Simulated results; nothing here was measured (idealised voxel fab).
process module | voxel wiring stack
Square cell edge 5 nm, section width 255 nm, ID cut.
Cross-section format: a grid of square cells, given as bands from top to bottom; each band is one or more rows of cells. Look at the band entry: it leads with the top's height and the bottom's height in nm. Then it lists the materials left to right, with a width in nm for each. The word "throughout" on a single material says that material fills the band edge to edge. The word "blank" is empty space. Counting heights begins at 0, where everything beneath is, in the wafer as received, one material. The lowest band has no bottom; it goes on downwards, as "0 down" shows. So if you see something like "30 to 40" for the width, read it as the top row of the band sitting at the first number and the bottom row at the second, with every row in between moving by the same amount as the last. "remained the same" (step): cross-section cells unchanged, all of them. Enclosed cavity list: empty space of 8 cells or more with no open way to the top, each as width x height at its distance from the left edge, in nm. On each step's line, the part that comes after the settings is the simulator's own comment on the step. For masked steps, "overlay nm" on the step line gives how far right of plan the mask actually lay; a minus sign means it lay to the left. Pairs from here to the end. Each: cross-section before one process step, cross-section after it, the latter only as far down as the lowest band that changed. Under each: the step between, and its settings. Mind that the pairs may be taken from different runs of this module on the same starting wafer; whether a pair continues from the pair above depends on its entry headed "Pre-step section", and it does only where that entry says so.
PRE-STEP SECTION
- 90 to 70  95 nm Ru  15 nm blank  25 nm Ru  15 nm blank  105 nm Ru
- 70 to 65  95 nm TiN  15 nm Ru  25 nm TiN  15 nm Ru  105 nm TiN
- 65 to 50  95 nm lowk  15 nm Ru  25 nm lowk  15 nm Ru  105 nm lowk
- 50 to 45  95 nm SiCN  15 nm TiN  25 nm SiCN  15 nm TiN  105 nm SiCN
- 45 to 40  SiO2 throughout
- 40 to 20  95 nm SiO2  25 nm Ru  15 nm SiO2  25 nm Ru  95 nm SiO2
- 20 to 15  95 nm SiO2  25 nm TiN  15 nm SiO2  25 nm TiN  95 nm SiO2
- 15 to 0  SiO2 throughout
- 0 down  Si throughout
- Enclosed cavity list: none
CUT VIEW, POST-STEP
- 110 to 90  95 nm blank  25 nm resist  15 nm blank  25 nm resist  95 nm blank
- 90 to 70  95 nm Ru  15 nm resist  25 nm Ru  15 nm resist  105 nm Ru
- Nothing below the height 70 has changed.
- Enclosed cavity list: none
Between before and after, shown above: op PATTERN | tone cover | mask id METAL_2 | material resist | width nm 25 | pitch nm 40 | thk nm 20 | overlay nm 0
Pre-step section: unchanged from the after cross-section in the pair immediately above; refer to that figure.
CUT VIEW, POST-STEP
- 110 to 90  95 nm blank  25 nm resist  15 nm blank  25 nm resist  95 nm blank
- 90 to 70  95 nm blank  15 nm resist  10 nm Ru  15 nm blank  15 nm resist  10 nm Ru  95 nm blank
- Nothing below the height 70 has changed.
- Enclosed cavity list: none
Between before and after, shown above: op DIRECTIONAL_ETCH | etch materials Ru | depth nm 20
Pre-step section: unchanged from the after cross-section in the pair immediately above; refer to that figure.
CUT VIEW, POST-STEP
- 110 to 90  95 nm blank  25 nm resist  15 nm blank  25 nm resist  95 nm blank
- 90 to 70  95 nm blank  15 nm resist  10 nm Ru  15 nm blank  15 nm resist  10 nm Ru  95 nm blank
- 70 to 65  95 nm blank  15 nm Ru  10 nm TiN  15 nm blank  15 nm Ru  10 nm TiN  95 nm blank
- Nothing below the height 65 has changed.
- Enclosed cavity list: none
Between before and after, shown above: op DIRECTIONAL_ETCH | etch materials TiN | depth nm 5
Pre-step section: unchanged from the after cross-section in the pair immediately above; refer to that figure.
CUT VIEW, POST-STEP
- 90 to 70  110 nm blank  10 nm Ru  30 nm blank  10 nm Ru  95 nm blank
- Nothing below the height 70 has changed.
- Enclosed cavity list: none
Between before and after, shown above: op STRIP | etch materials resist
Pre-step section: unchanged from the after cross-section in the pair immediately above; refer to that figure.
CUT VIEW, POST-STEP
- 100 to 90  lowk throughout
- 90 to 70  110 nm lowk  10 nm Ru  30 nm lowk  10 nm Ru  95 nm lowk
- 70 to 65  95 nm lowk  15 nm Ru  10 nm TiN  15 nm lowk  15 nm Ru  10 nm TiN  95 nm lowk
- Nothing below the height 65 has changed.
- Enclosed cavity list: none
Between before and after, shown above: op FILL_DEP | material lowk | thk nm 10
Pre-step section: unchanged from the after cross-section in the pair immediately above; refer to that figure.
CUT VIEW, POST-STEP
- 90 to 70  110 nm lowk  10 nm Ru  30 nm lowk  10 nm Ru  95 nm lowk
- Nothing below the height 70 has changed.
- Enclosed cavity list: none
Between before and after, shown above: op CMP | height nm 90
Pre-step section: unchanged from the after cross-section in the pair immediately above; refer to that figure.
CUT VIEW, POST-STEP
- 95 to 90  SiN throughout
- Nothing below the height 90 has changed.
- Enclosed cavity list: none
Between before and after, shown above: op CONFORMAL_DEP | material SiN | thk nm 5
PRE-STEP SECTION
- 45 to 20  Ru throughout
- 20 to 15  TiN throughout
- 15 to 0  SiO2 throughout
- 0 down  Si throughout
- Enclosed cavity list: none
CUT VIEW, POST-STEP
- 45 to 20  100 nm blank  15 nm Ru  25 nm blank  15 nm Ru  100 nm blank
- Nothing below the height 20 has changed.
- Enclosed cavity list: none
Between before and after, shown above: op MASKED_ETCH | tone cover | mask id METAL_1 | width nm 15 | pitch nm 40 | etch materials Ru | depth nm 25 | overlay nm 0
Pre-step section: unchanged from the after cross-section in the pair immediately above; refer to that figure.
CUT VIEW, POST-STEP
- 45 to 20  100 nm blank  15 nm Ru  25 nm blank  15 nm Ru  100 nm blank
- 20 to 15  95 nm blank  25 nm TiN  15 nm blank  25 nm TiN  95 nm blank
- Nothing below the height 15 has changed.
- Enclosed cavity list: none
Between before and after, shown above: op MASKED_ETCH | tone cover | mask id METAL_1 | width nm 25 | pitch nm 40 | etch materials TiN | depth nm 5 | overlay nm 0
Pre-step section: unchanged from the after cross-section in the pair immediately above; refer to that figure.
CUT VIEW, POST-STEP
- 55 to 45  SiO2 throughout
- 45 to 20  100 nm SiO2  15 nm Ru  25 nm SiO2  15 nm Ru  100 nm SiO2
- 20 to 15  95 nm SiO2  25 nm TiN  15 nm SiO2  25 nm TiN  95 nm SiO2
- Nothing below the height 15 has changed.
- Enclosed cavity list: none
Between before and after, shown above: op FILL_DEP | material SiO2 | thk nm 10
Pre-step section: unchanged from the after cross-section in the pair immediately above; refer to that figure.
CUT VIEW, POST-STEP
- 45 to 20  100 nm SiO2  15 nm Ru  25 nm SiO2  15 nm Ru  100 nm SiO2
- Nothing below the height 20 has changed.
- Enclosed cavity list: none
Between before and after, shown above: op CMP | height nm 45
Pre-step section: unchanged from the after cross-section in the pair immediately above; refer to that figure.
CUT VIEW, POST-STEP
- 50 to 45  SiCN throughout
- Nothing below the height 45 has changed.
- Enclosed cavity list: none
Between before and after, shown above: op CONFORMAL_DEP | material SiCN | thk nm 5
Pre-step section: unchanged from the after cross-section in the pair immediately above; refer to that figure.
CUT VIEW, POST-STEP
- 65 to 50  lowk throughout
- Nothing below the height 50 has changed.
- Enclosed cavity list: none
Between before and after, shown above: op DIRECTIONAL_DEP | material lowk | thk nm 15
Pre-step section: unchanged from the after cross-section in the pair immediately above; refer to that figure.
CUT VIEW, POST-STEP
- 80 to 65  95 nm resist  15 nm blank  25 nm resist  15 nm blank  105 nm resist
- Nothing below the height 65 has changed.
- Enclosed cavity list: none
Between before and after, shown above: op PATTERN | tone open | mask id PLUG_1 | material resist | width nm 15 | pitch nm 40 | thk nm 15 | overlay nm 0
Pre-step section: unchanged from the after cross-section in the pair immediately above; refer to that figure.
CUT VIEW, POST-STEP
- 80 to 65  95 nm resist  15 nm blank  25 nm resist  15 nm blank  105 nm resist
- 65 to 50  95 nm lowk  15 nm blank  25 nm lowk  15 nm blank  105 nm lowk
- Nothing below the height 50 has changed.
- Enclosed cavity list: none
Between before and after, shown above: op DIRECTIONAL_ETCH | etch materials lowk | depth nm 15
Pre-step section: unchanged from the after cross-section in the pair immediately above; refer to that figure.
CUT VIEW, POST-STEP
- 80 to 65  95 nm resist  15 nm blank  25 nm resist  15 nm blank  105 nm resist
- 65 to 50  95 nm lowk  15 nm blank  25 nm lowk  15 nm blank  105 nm lowk
- 50 to 45  95 nm SiCN  15 nm blank  25 nm SiCN  15 nm blank  105 nm SiCN
- Nothing below the height 45 has changed.
- Enclosed cavity list: none
Between before and after, shown above: op DIRECTIONAL_ETCH | etch materials SiCN | depth nm 5
Pre-step section: unchanged from the after cross-section in the pair immediately above; refer to that figure.
CUT VIEW, POST-STEP
- 65 to 50  95 nm lowk  15 nm blank  25 nm lowk  15 nm blank  105 nm lowk
- Nothing below the height 50 has changed.
- Enclosed cavity list: none
Between before and after, shown above: op STRIP | etch materials resist
Pre-step section: unchanged from the after cross-section in the pair immediately above; refer to that figure.
CUT VIEW, POST-STEP
- 65 to 55  95 nm lowk  15 nm blank  25 nm lowk  15 nm blank  105 nm lowk
- 55 to 50  95 nm lowk  15 nm Ru  25 nm lowk  15 nm Ru  105 nm lowk
- 50 to 45  95 nm SiCN  15 nm Ru  25 nm SiCN  15 nm Ru  105 nm SiCN
- Nothing below the height 45 has changed.
- Enclosed cavity list: none
Between before and after, shown above: op EPI | material Ru | thk nm 10
Pre-step section: unchanged from the after cross-section in the pair immediately above; refer to that figure.
CUT VIEW, POST-STEP
- 65 to 50  95 nm lowk  15 nm Ru  25 nm lowk  15 nm Ru  105 nm lowk
- Nothing below the height 50 has changed.
- Enclosed cavity list: none
Between before and after, shown above: op EPI | material Ru | thk nm 10
Pre-step section: unchanged from the after cross-section in the pair immediately above; refer to that figure.
CUT VIEW, POST-STEP
- 70 to 65  TiN throughout
- Nothing below the height 65 has changed.
- Enclosed cavity list: none
Between before and after, shown above: op DIRECTIONAL_DEP | material TiN | thk nm 5
Pre-step section: unchanged from the after cross-section in the pair immediately above; refer to that figure.
CUT VIEW, POST-STEP
- 90 to 70  Ru throughout
- Nothing below the height 70 has changed.
- Enclosed cavity list: none
Between before and after, shown above: op DIRECTIONAL_DEP | material Ru | thk nm 20
Pre-step section: unchanged from the after cross-section in the pair immediately above; refer to that figure.
CUT VIEW, POST-STEP
- 110 to 90  95 nm blank  25 nm resist  15 nm blank  25 nm resist  95 nm blank
- Nothing below the height 90 has changed.
- Enclosed cavity list: none
Between before and after, shown above: op PATTERN | tone cover | mask id METAL_2 | material resist | width nm 25 | pitch nm 40 | thk nm 20 | overlay nm 0
Pre-step section: unchanged from the after cross-section in the pair immediately above; refer to that figure.
CUT VIEW, POST-STEP
- 110 to 90  95 nm blank  25 nm resist  15 nm blank  25 nm resist  95 nm blank
- 90 to 70  95 nm blank  25 nm Ru  15 nm blank  25 nm Ru  95 nm blank
- Nothing below the height 70 has changed.
- Enclosed cavity list: none
Between before and after, shown above: op DIRECTIONAL_ETCH | etch materials Ru | depth nm 20
Pre-step section: unchanged from the after cross-section in the pair immediately above; refer to that figure.
CUT VIEW, POST-STEP
- 110 to 90  95 nm blank  25 nm resist  15 nm blank  25 nm resist  95 nm blank
- 90 to 70  95 nm blank  25 nm Ru  15 nm blank  25 nm Ru  95 nm blank
- 70 to 65  95 nm blank  25 nm TiN  15 nm blank  25 nm TiN  95 nm blank
- Nothing below the height 65 has changed.
- Enclosed cavity list: none
Between before and after, shown above: op DIRECTIONAL_ETCH | etch materials TiN | depth nm 5
Pre-step section: unchanged from the after cross-section in the pair immediately above; refer to that figure.
CUT VIEW, POST-STEP
- 90 to 70  95 nm blank  25 nm Ru  15 nm blank  25 nm Ru  95 nm blank
- Nothing below the height 70 has changed.
- Enclosed cavity list: none
Between before and after, shown above: op STRIP | etch materials resist
Pre-step section: unchanged from the after cross-section in the pair immediately above; refer to that figure.
CUT VIEW, POST-STEP
- 100 to 90  lowk throughout
- 90 to 70  95 nm lowk  25 nm Ru  15 nm lowk  25 nm Ru  95 nm lowk
- 70 to 65  95 nm lowk  25 nm TiN  15 nm lowk  25 nm TiN  95 nm lowk
- Nothing below the height 65 has changed.
- Enclosed cavity list: none
Between before and after, shown above: op FILL_DEP | material lowk | thk nm 10
Pre-step section: unchanged from the after cross-section in the pair immediately above; refer to that figure.
CUT VIEW, POST-STEP
- 90 to 70  95 nm lowk  25 nm Ru  15 nm lowk  25 nm Ru  95 nm lowk
- Nothing below the height 70 has changed.
- Enclosed cavity list: none
Between before and after, shown above: op CMP | height nm 90
Pre-step section: unchanged from the after cross-section in the pair immediately above; refer to that figure.
CUT VIEW, POST-STEP
- 95 to 90  SiN throughout
- Nothing below the height 90 has changed.
- Enclosed cavity list: none
Between before and after, shown above: op CONFORMAL_DEP | material SiN | thk nm 5
PRE-STEP SECTION
- 45 to 20  Ru throughout
- 20 to 15  TiN throughout
- 15 to 0  SiO2 throughout
- 0 down  Si throughout
- Enclosed cavity list: none
CUT VIEW, POST-STEP
- 45 to 20  90 nm blank  25 nm Ru  15 nm blank  25 nm Ru  100 nm blank
- Nothing below the height 20 has changed.
- Enclosed cavity list: none
Between before and after, shown above: op MASKED_ETCH | tone cover | mask id METAL_1 | width nm 25 | pitch nm 40 | etch materials Ru | depth nm 25 | overlay nm -5
Pre-step section: unchanged from the after cross-section in the pair immediately above; refer to that figure.
CUT VIEW, POST-STEP
- 45 to 20  90 nm blank  25 nm Ru  15 nm blank  25 nm Ru  100 nm blank
- 20 to 15  90 nm blank  30 nm TiN  10 nm blank  30 nm TiN  95 nm blank
- Nothing below the height 15 has changed.
- Enclosed cavity list: none
Between before and after, shown above: op MASKED_ETCH | tone cover | mask id METAL_1 | width nm 25 | pitch nm 40 | etch materials TiN | depth nm 5 | overlay nm 0
Pre-step section: unchanged from the after cross-section in the pair immediately above; refer to that figure.
CUT VIEW, POST-STEP
- 55 to 45  SiO2 throughout
- 45 to 20  90 nm SiO2  25 nm Ru  15 nm SiO2  25 nm Ru  100 nm SiO2
- 20 to 15  90 nm SiO2  30 nm TiN  10 nm SiO2  30 nm TiN  95 nm SiO2
- Nothing below the height 15 has changed.
- Enclosed cavity list: none
Between before and after, shown above: op FILL_DEP | material SiO2 | thk nm 10
Pre-step section: unchanged from the after cross-section in the pair immediately above; refer to that figure.
CUT VIEW, POST-STEP
- 45 to 20  90 nm SiO2  25 nm Ru  15 nm SiO2  25 nm Ru  100 nm SiO2
- Nothing below the height 20 has changed.
- Enclosed cavity list: none
Between before and after, shown above: op CMP | height nm 45
Pre-step section: unchanged from the after cross-section in the pair immediately above; refer to that figure.
CUT VIEW, POST-STEP
- 50 to 45  SiCN throughout
- Nothing below the height 45 has changed.
- Enclosed cavity list: none
Between before and after, shown above: op CONFORMAL_DEP | material SiCN | thk nm 5
Pre-step section: unchanged from the after cross-section in the pair immediately above; refer to that figure.
CUT VIEW, POST-STEP
- 65 to 50  lowk throughout
- Nothing below the height 50 has changed.
- Enclosed cavity list: none
Between before and after, shown above: op DIRECTIONAL_DEP | material lowk | thk nm 15
Pre-step section: unchanged from the after cross-section in the pair immediately above; refer to that figure.
CUT VIEW, POST-STEP
- 80 to 65  95 nm resist  15 nm blank  25 nm resist  15 nm blank  105 nm resist
- Nothing below the height 65 has changed.
- Enclosed cavity list: none
Between before and after, shown above: op PATTERN | tone open | mask id PLUG_1 | material resist | width nm 15 | pitch nm 40 | thk nm 15 | overlay nm 0
Pre-step section: unchanged from the after cross-section in the pair immediately above; refer to that figure.
CUT VIEW, POST-STEP
- 80 to 65  95 nm resist  15 nm blank  25 nm resist  15 nm blank  105 nm resist
- 65 to 50  95 nm lowk  15 nm blank  25 nm lowk  15 nm blank  105 nm lowk
- Nothing below the height 50 has changed.
- Enclosed cavity list: none
Between before and after, shown above: op DIRECTIONAL_ETCH | etch materials lowk | depth nm 15
Pre-step section: unchanged from the after cross-section in the pair immediately above; refer to that figure.
CUT VIEW, POST-STEP
- 80 to 65  95 nm resist  15 nm blank  25 nm resist  15 nm blank  105 nm resist
- 65 to 50  95 nm lowk  15 nm blank  25 nm lowk  15 nm blank  105 nm lowk
- 50 to 45  95 nm SiCN  15 nm blank  25 nm SiCN  15 nm blank  105 nm SiCN
- Nothing below the height 45 has changed.
- Enclosed cavity list: none
Between before and after, shown above: op DIRECTIONAL_ETCH | etch materials SiCN | depth nm 5
Pre-step section: unchanged from the after cross-section in the pair immediately above; refer to that figure.
CUT VIEW, POST-STEP
- 65 to 50  95 nm lowk  15 nm blank  25 nm lowk  15 nm blank  105 nm lowk
- Nothing below the height 50 has changed.
- Enclosed cavity list: none
Between before and after, shown above: op STRIP | etch materials resist
Pre-step section: unchanged from the after cross-section in the pair immediately above; refer to that figure.
CUT VIEW, POST-STEP
- 65 to 55  95 nm lowk  15 nm blank  25 nm lowk  15 nm blank  105 nm lowk
- 55 to 50  95 nm lowk  15 nm Ru  25 nm lowk  15 nm Ru  105 nm lowk
- 50 to 45  95 nm SiCN  15 nm Ru  25 nm SiCN  15 nm Ru  105 nm SiCN
- Nothing below the height 45 has changed.
- Enclosed cavity list: none
Between before and after, shown above: op EPI | material Ru | thk nm 10
Pre-step section: unchanged from the after cross-section in the pair immediately above; refer to that figure.
CUT VIEW, POST-STEP
- 65 to 50  95 nm lowk  15 nm Ru  25 nm lowk  15 nm Ru  105 nm lowk
- Nothing below the height 50 has changed.
- Enclosed cavity list: none
Between before and after, shown above: op EPI | material Ru | thk nm 10
Pre-step section: unchanged from the after cross-section in the pair immediately above; refer to that figure.
CUT VIEW, POST-STEP
- 70 to 65  TiN throughout
- Nothing below the height 65 has changed.
- Enclosed cavity list: none
Between before and after, shown above: op DIRECTIONAL_DEP | material TiN | thk nm 5
Pre-step section: unchanged from the after cross-section in the pair immediately above; refer to that figure.
CUT VIEW, POST-STEP
- 90 to 70  Ru throughout
- Nothing below the height 70 has changed.
- Enclosed cavity list: none
Between before and after, shown above: op DIRECTIONAL_DEP | material Ru | thk nm 20
Pre-step section: unchanged from the after cross-section in the pair immediately above; refer to that figure.
CUT VIEW, POST-STEP
- 110 to 90  95 nm blank  25 nm resist  15 nm blank  25 nm resist  95 nm blank
- Nothing below the height 90 has changed.
- Enclosed cavity list: none
Between before and after, shown above: op PATTERN | tone cover | mask id METAL_2 | material resist | width nm 25 | pitch nm 40 | thk nm 20 | overlay nm 0
Pre-step section: unchanged from the after cross-section in the pair immediately above; refer to that figure.
CUT VIEW, POST-STEP
- 110 to 90  95 nm blank  25 nm resist  15 nm blank  25 nm resist  95 nm blank
- 90 to 70  95 nm blank  25 nm Ru  15 nm blank  25 nm Ru  95 nm blank
- Nothing below the height 70 has changed.
- Enclosed cavity list: none
Between before and after, shown above: op DIRECTIONAL_ETCH | etch materials Ru | depth nm 20
Pre-step section: unchanged from the after cross-section in the pair immediately above; refer to that figure.
CUT VIEW, POST-STEP
- 110 to 90  95 nm blank  25 nm resist  15 nm blank  25 nm resist  95 nm blank
- 90 to 70  95 nm blank  25 nm Ru  15 nm blank  25 nm Ru  95 nm blank
- 70 to 65  95 nm blank  25 nm TiN  15 nm blank  25 nm TiN  95 nm blank
- Nothing below the height 65 has changed.
- Enclosed cavity list: none
Between before and after, shown above: op DIRECTIONAL_ETCH | etch materials TiN | depth nm 5
Pre-step section: unchanged from the after cross-section in the pair immediately above; refer to that figure.
CUT VIEW, POST-STEP
- 90 to 70  95 nm blank  25 nm Ru  15 nm blank  25 nm Ru  95 nm blank
- Nothing below the height 70 has changed.
- Enclosed cavity list: none
Between before and after, shown above: op STRIP | etch materials resist
Pre-step section: unchanged from the after cross-section in the pair immediately above; refer to that figure.
CUT VIEW, POST-STEP
- 100 to 90  lowk throughout
- 90 to 70  95 nm lowk  25 nm Ru  15 nm lowk  25 nm Ru  95 nm lowk
- 70 to 65  95 nm lowk  25 nm TiN  15 nm lowk  25 nm TiN  95 nm lowk
- Nothing below the height 65 has changed.
- Enclosed cavity list: none
Between before and after, shown above: op FILL_DEP | material lowk | thk nm 10
Pre-step section: unchanged from the after cross-section in the pair immediately above; refer to that figure.
CUT VIEW, POST-STEP
- 90 to 70  95 nm lowk  25 nm Ru  15 nm lowk  25 nm Ru  95 nm lowk
- Nothing below the height 70 has changed.
- Enclosed cavity list: none
Between before and after, shown above: op CMP | height nm 90
Pre-step section: unchanged from the after cross-section in the pair immediately above; refer to that figure.
CUT VIEW, POST-STEP
- 95 to 90  SiN throughout
- Nothing below the height 90 has changed.
- Enclosed cavity list: none
Between before and after, shown above: op CONFORMAL_DEP | material SiN | thk nm 5
PRE-STEP SECTION
- 90 to 70  95 nm blank  25 nm Ru  15 nm blank  25 nm Ru  95 nm blank
- 70 to 65  95 nm blank  25 nm TiN  15 nm blank  25 nm TiN  95 nm blank
- 65 to 50  95 nm lowk  15 nm Ru  25 nm lowk  15 nm Ru  105 nm lowk
- 50 to 45  95 nm SiCN  15 nm Ru  25 nm SiCN  15 nm Ru  105 nm SiCN
- 45 to 20  95 nm SiO2  25 nm Ru  15 nm SiO2  25 nm Ru  95 nm SiO2
- 20 to 15  95 nm SiO2  25 nm TiN  15 nm SiO2  25 nm TiN  95 nm SiO2
- 15 to 0  SiO2 throughout
- 0 down  Si throughout
- Enclosed cavity list: none
CUT VIEW, POST-STEP
- 100 to 90  SiCN throughout
- 90 to 70  95 nm SiCN  25 nm Ru  15 nm SiCN  25 nm Ru  95 nm SiCN
- 70 to 65  95 nm SiCN  25 nm TiN  15 nm SiCN  25 nm TiN  95 nm SiCN
- Nothing below the height 65 has changed.
- Enclosed cavity list: none
Between before and after, shown above: op FILL_DEP | material SiCN | thk nm 10
Pre-step section: unchanged from the after cross-section in the pair immediately above; refer to that figure.
CUT VIEW, POST-STEP
- 90 to 70  95 nm SiCN  25 nm Ru  15 nm SiCN  25 nm Ru  95 nm SiCN
- Nothing below the height 70 has changed.
- Enclosed cavity list: none
Between before and after, shown above: op CMP | height nm 90
Pre-step section: unchanged from the after cross-section in the pair immediately above; refer to that figure.
CUT VIEW, POST-STEP
- 95 to 90  SiN throughout
- Nothing below the height 90 has changed.
- Enclosed cavity list: none
Between before and after, shown above: op CONFORMAL_DEP | material SiN | thk nm 5
PRE-STEP SECTION
- 65 to 50  lowk throughout
- 50 to 45  SiCN throughout
- 45 to 20  95 nm SiO2  25 nm Ru  15 nm SiO2  25 nm Ru  95 nm SiO2
- 20 to 15  95 nm SiO2  25 nm TiN  15 nm SiO2  25 nm TiN  95 nm SiO2
- 15 to 0  SiO2 throughout
- 0 down  Si throughout
- Enclosed cavity list: none
CUT VIEW, POST-STEP
- 80 to 65  95 nm blank  15 nm resist  25 nm blank  15 nm resist  105 nm blank
- Nothing below the height 65 has changed.
- Enclosed cavity list: none
Between before and after, shown above: op PATTERN | tone cover | mask id PLUG_1 | material resist | width nm 15 | pitch nm 40 | thk nm 15 | overlay nm 0
Pre-step section: unchanged from the after cross-section in the pair immediately above; refer to that figure.
CUT VIEW, POST-STEP
- 80 to 65  95 nm blank  15 nm resist  25 nm blank  15 nm resist  105 nm blank
- 65 to 50  95 nm blank  15 nm lowk  25 nm blank  15 nm lowk  105 nm blank
- Nothing below the height 50 has changed.
- Enclosed cavity list: none
Between before and after, shown above: op DIRECTIONAL_ETCH | etch materials lowk | depth nm 15
Pre-step section: unchanged from the after cross-section in the pair immediately above; refer to that figure.
CUT VIEW, POST-STEP
- 80 to 65  95 nm blank  15 nm resist  25 nm blank  15 nm resist  105 nm blank
- 65 to 50  95 nm blank  15 nm lowk  25 nm blank  15 nm lowk  105 nm blank
- 50 to 45  95 nm blank  15 nm SiCN  25 nm blank  15 nm SiCN  105 nm blank
- Nothing below the height 45 has changed.
- Enclosed cavity list: none
Between before and after, shown above: op DIRECTIONAL_ETCH | etch materials SiCN | depth nm 5
Pre-step section: unchanged from the after cross-section in the pair immediately above; refer to that figure.
CUT VIEW, POST-STEP
- 65 to 50  95 nm blank  15 nm lowk  25 nm blank  15 nm lowk  105 nm blank
- Nothing below the height 50 has changed.
- Enclosed cavity list: none
Between before and after, shown above: op STRIP | etch materials resist
Pre-step section: unchanged from the after cross-section in the pair immediately above; refer to that figure.
CUT VIEW, POST-STEP
- 65 to 55  95 nm blank  15 nm lowk  25 nm blank  15 nm lowk  105 nm blank
- 55 to 50  95 nm blank  15 nm lowk  20 nm Ru  5 nm blank  15 nm lowk  20 nm Ru  85 nm blank
- 50 to 45  95 nm blank  15 nm SiCN  20 nm Ru  5 nm blank  15 nm SiCN  20 nm Ru  85 nm blank
- Nothing below the height 45 has changed.
- Enclosed cavity list: none
Between before and after, shown above: op EPI | material Ru | thk nm 10
Pre-step section: unchanged from the after cross-section in the pair immediately above; refer to that figure.
CUT VIEW, POST-STEP
- 65 to 50  95 nm blank  15 nm lowk  25 nm Ru  15 nm lowk  30 nm Ru  75 nm blank
- 50 to 45  95 nm blank  15 nm SiCN  25 nm Ru  15 nm SiCN  30 nm Ru  75 nm blank
- Nothing below the height 45 has changed.
- Enclosed cavity list: none
Between before and after, shown above: op EPI | material Ru | thk nm 10
Pre-step section: unchanged from the after cross-section in the pair immediately above; refer to that figure.
CUT VIEW, POST-STEP
- 70 to 65  95 nm blank  85 nm TiN  75 nm blank
- 65 to 50  95 nm blank  15 nm lowk  25 nm Ru  15 nm lowk  30 nm Ru  75 nm blank
- 50 to 45  95 nm TiN  15 nm SiCN  25 nm Ru  15 nm SiCN  30 nm Ru  75 nm TiN
- Nothing below the height 45 has changed.
- Enclosed cavity list: none
Between before and after, shown above: op DIRECTIONAL_DEP | material TiN | thk nm 5
Pre-step section: unchanged from the after cross-section in the pair immediately above; refer to that figure.
CUT VIEW, POST-STEP
- 90 to 70  95 nm blank  85 nm Ru  75 nm blank
- 70 to 65  95 nm Ru  85 nm TiN  75 nm Ru
- 65 to 50  95 nm Ru  15 nm lowk  25 nm Ru  15 nm lowk  105 nm Ru
- Nothing below the height 50 has changed.
- Enclosed cavity list: none
Between before and after, shown above: op DIRECTIONAL_DEP | material Ru | thk nm 20
Pre-step section: unchanged from the after cross-section in the pair immediately above; refer to that figure.
CUT VIEW, POST-STEP
- 110 to 90  95 nm blank  25 nm resist  15 nm blank  25 nm resist  95 nm blank
- Nothing below the height 90 has changed.
- Enclosed cavity list: none
Between before and after, shown above: op PATTERN | tone cover | mask id METAL_2 | material resist | width nm 25 | pitch nm 40 | thk nm 20 | overlay nm 0
Pre-step section: unchanged from the after cross-section in the pair immediately above; refer to that figure.
CUT VIEW, POST-STEP
- 110 to 90  95 nm blank  25 nm resist  15 nm blank  25 nm resist  95 nm blank
- 90 to 70  95 nm blank  25 nm Ru  15 nm blank  25 nm Ru  95 nm blank
- 70 to 65  95 nm blank  85 nm TiN  75 nm blank
- 65 to 50  95 nm blank  15 nm lowk  25 nm Ru  15 nm lowk  30 nm Ru  75 nm blank
- Nothing below the height 50 has changed.
- Enclosed cavity list: none
Between before and after, shown above: op DIRECTIONAL_ETCH | etch materials Ru | depth nm 20
Pre-step section: unchanged from the after cross-section in the pair immediately above; refer to that figure.
CUT VIEW, POST-STEP
- 110 to 90  95 nm blank  25 nm resist  15 nm blank  25 nm resist  95 nm blank
- 90 to 70  95 nm blank  25 nm Ru  15 nm blank  25 nm Ru  95 nm blank
- 70 to 65  95 nm blank  25 nm TiN  15 nm blank  25 nm TiN  95 nm blank
- 65 to 50  95 nm blank  15 nm lowk  25 nm Ru  15 nm lowk  30 nm Ru  75 nm blank
- 50 to 45  95 nm blank  15 nm SiCN  25 nm Ru  15 nm SiCN  30 nm Ru  75 nm blank
- Nothing below the height 45 has changed.
- Enclosed cavity list: none
Between before and after, shown above: op DIRECTIONAL_ETCH | etch materials TiN | depth nm 5
Pre-step section: unchanged from the after cross-section in the pair immediately above; refer to that figure.
CUT VIEW, POST-STEP
- 90 to 70  95 nm blank  25 nm Ru  15 nm blank  25 nm Ru  95 nm blank
- Nothing below the height 70 has changed.
- Enclosed cavity list: none
Between before and after, shown above: op STRIP | etch materials resist
Pre-step section: unchanged from the after cross-section in the pair immediately above; refer to that figure.
CUT VIEW, POST-STEP
- 100 to 90  lowk throughout
- 90 to 70  95 nm lowk  25 nm Ru  15 nm lowk  25 nm Ru  95 nm lowk
- 70 to 65  95 nm lowk  25 nm TiN  15 nm lowk  25 nm TiN  95 nm lowk
- 65 to 50  110 nm lowk  25 nm Ru  15 nm lowk  30 nm Ru  75 nm lowk
- 50 to 45  95 nm lowk  15 nm SiCN  25 nm Ru  15 nm SiCN  30 nm Ru  75 nm lowk
- Nothing below the height 45 has changed.
- Enclosed cavity list: none
Between before and after, shown above: op FILL_DEP | material lowk | thk nm 10
Pre-step section: unchanged from the after cross-section in the pair immediately above; refer to that figure.
CUT VIEW, POST-STEP
- 90 to 70  95 nm lowk  25 nm Ru  15 nm lowk  25 nm Ru  95 nm lowk
- Nothing below the height 70 has changed.
- Enclosed cavity list: none
Between before and after, shown above: op CMP | height nm 90
Pre-step section: unchanged from the after cross-section in the pair immediately above; refer to that figure.
CUT VIEW, POST-STEP
- 95 to 90  SiN throughout
- Nothing below the height 90 has changed.
- Enclosed cavity list: none
Between before and after, shown above: op CONFORMAL_DEP | material SiN | thk nm 5
